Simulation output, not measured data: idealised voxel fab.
process module | voxel self aligned contacts
cross-section cut | 185 nm wide | cells 5 nm
A cross-section is a grid of square cells, given in bands from the top down. A band is one or more rows of cells.
Each band's line starts with the height of the band's top and of its bottom, in nm. Then come its materials from left to right, each with its width in nm. One material with "throughout" fills the band from edge to edge. "air" is empty space.
Height 0 is the level under which the wafer as received is all one material. The lowest band goes on downwards, as in "0 down".
A width such as "30 to 40" changes by the same amount from each row of cells to the next, from the band's top row to its bottom row.
"no change" after a step means that no cell of the cross-section changed.
closed voids: empty space of 8 cells or more with no open way to the top, each as width x height at its distance from the left edge, in nm
after a step's settings: what the simulator itself notes on the step
overlay nm, on a step with a mask: how far to the right of its planned place the mask lay; to the left if negative
plan
1 op RECEIVE | material Si
2 op OXIDIZE | depth nm 5
3 op DIRECTIONAL_DEP | material polySi | thk nm 25
4 op DIRECTIONAL_DEP | material SiN | thk nm 25
5 op DIRECTIONAL_DEP | material aC | thk nm 10
6 op PATTERN | tone cover | mask id GATE | material resist | width nm 25 | pitch nm 65 | thk nm 30 | overlay nm 0
7 op DIRECTIONAL_ETCH | etch materials aC | depth nm 10
8 op STRIP | etch materials resist
9 op DIRECTIONAL_ETCH | etch materials SiN | depth nm 25
10 op DIRECTIONAL_ETCH | etch materials polySi | depth nm 25
11 op STRIP | etch materials aC
12 op CONFORMAL_DEP | material SiN | thk nm 10
13 op DIRECTIONAL_ETCH | etch materials SiN | depth nm 10
14 op FILL_DEP | material SiO2 | thk nm 20
15 op CMP | height nm 60
16 op MASKED_ETCH | tone open | mask id CONTACT | width nm 50 | pitch nm 65 | etch materials SiO2 | depth nm 65 | overlay nm 0
17 op CONFORMAL_DEP | material TiN | thk nm 5
18 op FILL_DEP | material W | thk nm 5
19 op CMP | height nm 60
20 op CONFORMAL_DEP | material SiCN | thk nm 5
as received, after step 1
  0 down: Si throughout
  closed voids: none
first wafer at the end, as planned
  65 to 60: SiCN throughout
  60 to 50: SiO2 35 | TiN 5 to 20 | W 40 to 10 | TiN 5 to 20 | SiO2 15 | TiN 5 to 20 | W 40 to 10 | TiN 5 to 20 | SiO2 35
  50 to 25: SiO2 5 | SiN 45 | TiN 5 | W 10 | TiN 5 | SiN 45 | TiN 5 | W 10 | TiN 5 | SiN 45 | SiO2 5
  25 to 0: SiO2 5 | SiN 10 | polySi 25 | SiN 10 | TiN 5 | W 10 | TiN 5 | SiN 10 | polySi 25 | SiN 10 | TiN 5 | W 10 | TiN 5 | SiN 10 | polySi 25 | SiN 10 | SiO2 5
  0 to -5: SiO2 50 | TiN 20 | SiO2 45 | TiN 20 | SiO2 50
  -5 down: Si throughout
  closed voids: none
second wafer at the end: like start, like plan, one mistake
  65 to 60: SiCN throughout
  60 to 45: SiO2 35 | TiN 5 | W 40 | TiN 5 | SiO2 15 | TiN 5 | W 40 | TiN 5 | SiO2 35
  45 to 40: SiO2 35 | TiN 10 | W 30 | TiN 10 | SiO2 15 | TiN 10 | W 30 | TiN 10 | SiO2 35
  40 to 25: SiO2 15 | SiN 25 | TiN 5 | W 30 | TiN 5 | SiN 25 | TiN 5 | W 30 | TiN 5 | SiN 25 | SiO2 15
  25 to 0: SiO2 15 | polySi 25 | TiN 5 | W 30 | TiN 5 | polySi 25 | TiN 5 | W 30 | TiN 5 | polySi 25 | SiO2 15
  0 to -5: SiO2 40 | TiN 40 | SiO2 25 | TiN 40 | SiO2 40
  -5 down: Si throughout
  closed voids: none
what went wrong: step 12 was left out
at the end the second wafer has, in cells: 150 fewer of SiN | 54 more of SiO2 | 96 more of W
